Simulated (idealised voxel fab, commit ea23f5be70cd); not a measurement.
Name of the process module below: voxel double patterning
We display cut, a cross-section 290 nm in width whose square cells are each 5 nm.
If you're reading a cross-section in this doc, picture square cells in a grid; it comes to you as bands, top ones listed first down to the bottom, and a band can be one or more rows of cells.
Look at the band entry: it leads with the top's height and the bottom's height in nm. Then it lists the materials left to right, with a width in nm for each. The word "edge to edge" on a single material says that material fills the band edge to edge. The word "empty" is empty space.
Height 0 is the level under which the wafer as received is all one material. The lowest band goes on downwards, as in "from 0 down".
The notation "30->40" denotes a width that varies across the rows of cells in the band, beginning at the first number in the top row, finishing at the second number in the bottom row, and changing by an identical amount from each row to the next.
The cross-section has no changed cell in any step marked "remains unaltered".
"Cavities, sealed" enumerates empty spaces isolated from the top, with no open way to it, that contain at least 8 cells, giving each as width x height at distance from the left edge, all three in nm.
Past the settings on a step's line: simulator remark, on that step.
"overlay nm" denotes, for a step that has a mask, the displacement of the mask to the right of its planned place, with negative values corresponding to the left.

Process steps - plan
| 1 | op RECEIVE | material Si |
| 2 | op CONFORMAL_DEP | material SiO2 | thk nm 5 |
| 3 | op DIRECTIONAL_DEP | material TiN | thk nm 20 |
| 4 | op DIRECTIONAL_DEP | material SiCN | thk nm 10 |
| 5 | op DIRECTIONAL_DEP | material aC | thk nm 10 |
| 6 | op PATTERN | tone open | mask id FIRST | material resist | width nm 15 | pitch nm 50 | thk nm 25 | overlay nm 0 |
| 7 | op DIRECTIONAL_ETCH | etch materials aC | depth nm 10 |
| 8 | op STRIP | etch materials resist |
| 9 | op DIRECTIONAL_ETCH | etch materials SiCN | depth nm 10 |
| 10 | op STRIP | etch materials aC |
| 11 | op DIRECTIONAL_DEP | material aC | thk nm 15 |
| 12 | op PATTERN | tone open | mask id SECOND | material resist | width nm 15 | pitch nm 50 | thk nm 35 | overlay nm 0 |
| 13 | op DIRECTIONAL_ETCH | etch materials aC | depth nm 15 |
| 14 | op STRIP | etch materials resist |
| 15 | op DIRECTIONAL_ETCH | etch materials SiCN | depth nm 10 |
| 16 | op STRIP | etch materials aC |
| 17 | op DIRECTIONAL_ETCH | etch materials TiN | depth nm 20 |
| 18 | op STRIP | etch materials SiCN |

Incoming wafer, cross-sectional view, post step 1
* from 0 down = Si edge to edge
* Cavities, sealed: none

Cross-section, first of two wafers, end of module, run as planned
* from 25 to 5 = TiN: 85 / empty: 15 / TiN: 10 / empty: 15 / TiN: 10 / empty: 15 / TiN: 10 / empty: 15 / TiN: 10 / empty: 15 / TiN: 90
* from 5 to 0 = SiO2 edge to edge
* from 0 down = Si edge to edge
* Cavities, sealed: none

Cross-section at end of module for the second wafer of two, which matched the first in starting point and plan and differed by one mistake in its processing
* from 25 to 5 = empty: 110 / TiN: 15 / empty: 35 / TiN: 15 / empty: 115
* from 5 to 0 = SiO2 edge to edge
* from 0 down = Si edge to edge
* Cavities, sealed: none
Run error: step 12 deviated from plan and actually ran as op PATTERN | tone cover | mask id SECOND | material resist | width nm 15 | pitch nm 50 | thk nm 35 | overlay nm 0
End check, counted in cells, second wafer has more or fewer of these materials than the first: TiN -148
